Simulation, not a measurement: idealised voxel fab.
process module | voxel ribs on slabs
cross-section cut | 290 nm wide | cells 5 nm
A cross-section is a grid of square cells, given in bands from the top down. A band is one or more rows of cells.
Each band's line starts with the height of the band's top and of its bottom, in nm. Then come its materials from left to right, each with its width in nm. One material with "throughout" fills the band from edge to edge. "air" is empty space.
Height 0 is the level under which the wafer as received is all one material. The lowest band goes on downwards, as in "0 down".
A width such as "30 to 40" changes by the same amount from each row of cells to the next, from the band's top row to its bottom row.
"no change" after a step means that no cell of the cross-section changed.
closed voids: empty space of 8 cells or more with no open way to the top, each as width x height at its distance from the left edge, in nm
after a step's settings: what the simulator itself notes on the step
overlay nm, on a step with a mask: how far to the right of its planned place the mask lay; to the left if negative
plan
1 op RECEIVE | material Si
2 op DIRECTIONAL_DEP | material SiO2 | thk nm 25
3 op DIRECTIONAL_DEP | material polySi | thk nm 20
4 op DIRECTIONAL_DEP | material aC | thk nm 15
5 op PATTERN | tone cover | mask id RIB | material resist | width nm 25 | thk nm 35 | overlay nm 0
6 op DIRECTIONAL_ETCH | etch materials aC | depth nm 15
7 op STRIP | etch materials resist
8 op DIRECTIONAL_ETCH | etch materials polySi | depth nm 5
9 op STRIP | etch materials aC
10 op DIRECTIONAL_DEP | material aC | thk nm 15
11 op PATTERN | tone cover | mask id SLAB | material resist | width nm 85 | thk nm 30 | overlay nm 0
12 op DIRECTIONAL_ETCH | etch materials aC | depth nm 15
13 op STRIP | etch materials resist
14 op DIRECTIONAL_ETCH | etch materials polySi | depth nm 15
15 op STRIP | etch materials aC
16 op FILL_DEP | material SiO2 | thk nm 20
17 op CMP | height nm 55
18 op DIRECTIONAL_DEP | material TiN | thk nm 10
19 op PATTERN | tone cover | mask id HEATER | material resist | width nm 35 | thk nm 20 | overlay nm -15
20 op DIRECTIONAL_ETCH | etch materials TiN | depth nm 10
21 op STRIP | etch materials resist
22 op CONFORMAL_DEP | material SiO2 | thk nm 10
varied across the wafers: overlay nm of step 19. The plan shows the first wafer's value. All wafers start alike
first wafer as received, after step 1
  0 down: Si throughout
  closed voids: none
first wafer at the end, after step 22
  75 to 65: air 100 | SiO2 55 | air 135
  65 to 55: SiO2 110 | TiN 35 | SiO2 145
  55 to 45: SiO2 throughout
  45 to 40: SiO2 130 | polySi 25 | SiO2 135
  40 to 25: SiO2 100 | polySi 85 | SiO2 105
  25 to 0: SiO2 throughout
  0 down: Si throughout
  closed voids: none
last wafer at the end
  75 to 65: air 130 | SiO2 55 | air 105
  65 to 55: SiO2 140 | TiN 35 | SiO2 115
  55 to 45: SiO2 throughout
  45 to 40: SiO2 130 | polySi 25 | SiO2 135
  40 to 25: SiO2 100 | polySi 85 | SiO2 105
  25 to 0: SiO2 throughout
  0 down: Si throughout
  closed voids: none
each wafer at the end: cells of each material gained (+) or lost (-) since it was received, then its closed voids
overlay nm -15 | +706 SiO2 | +14 TiN | +56 polySi | closed voids: none
overlay nm -10 | +706 SiO2 | +14 TiN | +56 polySi | closed voids: none
overlay nm -5 | +706 SiO2 | +14 TiN | +56 polySi | closed voids: none
overlay nm 0 | +706 SiO2 | +14 TiN | +56 polySi | closed voids: none
overlay nm 5 | +706 SiO2 | +14 TiN | +56 polySi | closed voids: none
overlay nm 10 | +706 SiO2 | +14 TiN | +56 polySi | closed voids: none
overlay nm 15 | +706 SiO2 | +14 TiN | +56 polySi | closed voids: none
